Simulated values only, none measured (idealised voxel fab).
Documented hereafter: the process module known as voxel gate over fins.
Pictured: cross-section cut, 255 nm wide, on a grid of 5 nm square cells.
Cross-sections here: square-cell grids, written as top-down lists of bands, a band being one or more rows of cells. Read a band's entry like this: the first values are the height of its top and the height of its bottom in nm, and what follows is the sequence of materials from left to right, each with its width in nm. Note that "empty" is empty space, and that a single material marked "full width" reaches across the band from edge to edge. Where do heights start? At 0: under that level the wafer as delivered is made of one material only. And the lowest band has no floor; it just carries on downward, as in "top 0, no bottom". Width: "30->40" (first number = top row, second number = bottom row, same change from row to row of cells). A step reported as "no alterations made" is a step in which no cell of the cross-section changed. "Encapsulated voids": sealed empty spaces, 8 cells or more, no open way to top, listed width x height at distance, with distance from the left edge and width, height and distance in nm. Where a step's line continues beyond its settings, the continuation is a remark by the simulator itself on that step. overlay nm: how far to the right of its planned place the mask lay on this masked step (negative: to the left).

Steps planned for the process:
1. RECEIVE, material Si
2. CONFORMAL_DEP, material SiN, thk nm 5
3. MASKED_ETCH, tone cover, mask id FINS, width nm 15, pitch nm 50, etch materials SiN, depth nm 5, overlay nm 0
4. MASKED_ETCH, tone cover, mask id FINS, width nm 15, pitch nm 50, etch materials Si, depth nm 30, overlay nm 0
5. FILL_DEP, material SiO2, thk nm 10
6. CMP, height nm 5
7. MASKED_ETCH, tone open, mask id RAIL, width nm 15, etch materials SiO2, depth nm 30, overlay nm 0
8. CONFORMAL_DEP, material TiN, thk nm 5
9. FILL_DEP, material Ru, thk nm 5
10. CMP, height nm 5
11. SELECTIVE_ETCH, etch materials W Ru TiN, depth nm 20
12. FILL_DEP, material SiO2, thk nm 5
13. CMP, height nm 5
14. SELECTIVE_ETCH, etch materials SiO2, depth nm 15
15. STRIP, etch materials SiN
16. CONFORMAL_DEP, material HfO2, thk nm 5
17. CONFORMAL_DEP, material TiN, thk nm 5
18. CONFORMAL_DEP, material TiAl, thk nm 5
19. CONFORMAL_DEP, material TiN, thk nm 5
20. FILL_DEP, material W, thk nm 10
21. CMP, height nm 25
22. CONFORMAL_DEP, material SiCN, thk nm 5
The wafers in this document start out alike and differ in the thk nm applied at step 18; the plan shows the value used for the first wafer.

The as-received cross-section of the first of several wafers corresponds to the state after step 1:
top 0, no bottom  Si full width
Encapsulated voids: none

Table: wafers, a row each; end-of-module cell change per material since receipt, gain (+), loss (-); then closed voids:
thk nm 5; +63 HfO2; +1 Ru; -252 Si; +51 SiCN; +162 SiO2; +63 TiAl; +127 TiN; +91 W; Encapsulated voids: none
thk nm 10; +63 HfO2; +1 Ru; -252 Si; +51 SiCN; +162 SiO2; +122 TiAl; +123 TiN; +36 W; Encapsulated voids: none
thk nm 15; +63 HfO2; +1 Ru; -252 Si; +51 SiCN; +162 SiO2; +177 TiAl; +88 TiN; +16 W; Encapsulated voids: none
thk nm 20; +63 HfO2; +1 Ru; -252 Si; +51 SiCN; +162 SiO2; +197 TiAl; +84 TiN; Encapsulated voids: none
